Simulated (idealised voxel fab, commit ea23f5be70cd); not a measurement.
voxel gate over fins: a process module
FYI the section here is cut, 175 nm wide, cells are 5 nm squares.
How to read a cross-section here: the picture is a grid of square cells, written as bands going from the top down, and any band can span one or more rows of cells. Top, bottom (nm), then materials left to right with widths (nm); lone material tagged "throughout" fills the whole band edge to edge; "air" = empty space. Height reference: 0 = level under which incoming wafer is all one material. Lowest band: no bottom, runs on downward, e.g. "0 and below". Read "30 to 40" as a graded width: first number on top, second number at the bottom, same change between each pair of neighbouring rows. Where a step carries "nothing different", the cross-section came out of it unchanged, cell for cell. "Sealed-off cavities" specifies each empty space that is not open to the top and that occupies no fewer than 8 cells, using the form width x height at distance, the distance measured from the left edge and all three quantities in nm. On a step's line, text after the settings is the simulator commenting on that step. overlay nm: right-of-plan distance of the mask on a masked step; negative values mean left-of-plan.
# Set out below are the planned steps of the process
1 RECEIVE with material Si
2 CONFORMAL_DEP with material SiN, thk nm 10
3 PATTERN with tone cover, mask id FINS, material resist, width nm 15, pitch nm 35, thk nm 15, overlay nm -10
4 DIRECTIONAL_ETCH with etch materials SiN, depth nm 10
5 DIRECTIONAL_ETCH with etch materials Si, depth nm 30
6 STRIP with etch materials resist
7 OXIDIZE with depth nm 5
8 FILL_DEP with material SiO2, thk nm 10
9 CMP with height nm 10
10 SELECTIVE_ETCH with etch materials SiO2, depth nm 20
11 STRIP with etch materials SiN
12 CONFORMAL_DEP with material HfO2, thk nm 5
13 CONFORMAL_DEP with material TiN, thk nm 5
14 CONFORMAL_DEP with material TiAl, thk nm 5
15 CONFORMAL_DEP with material TiN, thk nm 5
16 FILL_DEP with material W, thk nm 15
17 CMP with height nm 30
18 CONFORMAL_DEP with material SiN, thk nm 5
Among the wafers covered here, the point of difference is the overlay nm at step 3; their starting state is shared, and the plan presents the value of the first wafer.
# Step 1 complete: as-received cross-section of the first of several wafers
  0 and below: Si throughout
  Sealed-off cavities: none
# Once step 18, the last step, is complete, the module is at its end; this is the cross-section of the first of several wafers
  35 down to 30: SiN throughout
  30 down to 20: W throughout
  20 down to 15: TiN (150), W (25)
  15 down to 10: TiN (5), TiAl (140), TiN (5), W (25)
  10 down to 5: TiN (5), TiAl (5), TiN (25), TiAl (10), TiN (25), TiAl (10), TiN (25), TiAl (10), TiN (25), TiAl (5), TiN (30)
  5 down to 0: TiAl (10), TiN (5), HfO2 (15), TiN (5), TiAl (10), TiN (5), HfO2 (15), TiN (5), TiAl (10), TiN (5), HfO2 (15), TiN (5), TiAl (10), TiN (5), HfO2 (15), TiN (5), TiAl (35)
  0 down to -5: TiN (15), HfO2 (5), Si (5), HfO2 (5), TiN (20), HfO2 (5), Si (5), HfO2 (5), TiN (20), HfO2 (5), Si (5), HfO2 (5), TiN (20), HfO2 (5), Si (5), HfO2 (5), TiN (40)
  -5 down to -10: HfO2 (20), Si (5), HfO2 (30), Si (5), HfO2 (30), Si (5), HfO2 (30), Si (5), HfO2 (45)
  -10 down to -35: SiO2 (20), Si (5), SiO2 (30), Si (5), SiO2 (30), Si (5), SiO2 (30), Si (5), SiO2 (45)
  -35 and below: Si throughout
  Sealed-off cavities: none
# Cross-section at module completion, last wafer
  35 down to 30: SiN throughout
  30 down to 20: W throughout
  20 down to 15: W (25), TiN (150)
  15 down to 10: W (25), TiN (5), TiAl (140), TiN (5)
  10 down to 5: TiN (30), TiAl (5), TiN (25), TiAl (10), TiN (25), TiAl (10), TiN (25), TiAl (10), TiN (25), TiAl (5), TiN (5)
  5 down to 0: TiAl (35), TiN (5), HfO2 (15), TiN (5), TiAl (10), TiN (5), HfO2 (15), TiN (5), TiAl (10), TiN (5), HfO2 (15), TiN (5), TiAl (10), TiN (5), HfO2 (15), TiN (5), TiAl (10)
  0 down to -5: TiN (40), HfO2 (5), Si (5), HfO2 (5), TiN (20), HfO2 (5), Si (5), HfO2 (5), TiN (20), HfO2 (5), Si (5), HfO2 (5), TiN (20), HfO2 (5), Si (5), HfO2 (5), TiN (15)
  -5 down to -10: HfO2 (45), Si (5), HfO2 (30), Si (5), HfO2 (30), Si (5), HfO2 (30), Si (5), HfO2 (20)
  -10 down to -35: SiO2 (45), Si (5), SiO2 (30), Si (5), SiO2 (30), Si (5), SiO2 (30), Si (5), SiO2 (20)
  -35 and below: Si throughout
  Sealed-off cavities: none
# For your reference, the table is organized with a row per wafer; each row reflects the wafer at the end of the module, indicating for each material the cells gained (+) or lost (-) since receipt, and thereafter its closed voids
overlay nm -10 | +51 HfO2 | -217 Si | +35 SiN | +155 SiO2 | +51 TiAl | +90 TiN | +80 W | Sealed-off cavities: none
overlay nm -5 | +51 HfO2 | -217 Si | +35 SiN | +155 SiO2 | +51 TiAl | +90 TiN | +80 W | Sealed-off cavities: none
overlay nm 0 | +51 HfO2 | -217 Si | +35 SiN | +155 SiO2 | +51 TiAl | +90 TiN | +80 W | Sealed-off cavities: none
overlay nm 5 | +51 HfO2 | -217 Si | +35 SiN | +155 SiO2 | +51 TiAl | +90 TiN | +80 W | Sealed-off cavities: none
overlay nm 10 | +51 HfO2 | -217 Si | +35 SiN | +155 SiO2 | +51 TiAl | +90 TiN | +80 W | Sealed-off cavities: none
overlay nm 15 | +51 HfO2 | -217 Si | +35 SiN | +155 SiO2 | +51 TiAl | +90 TiN | +80 W | Sealed-off cavities: none
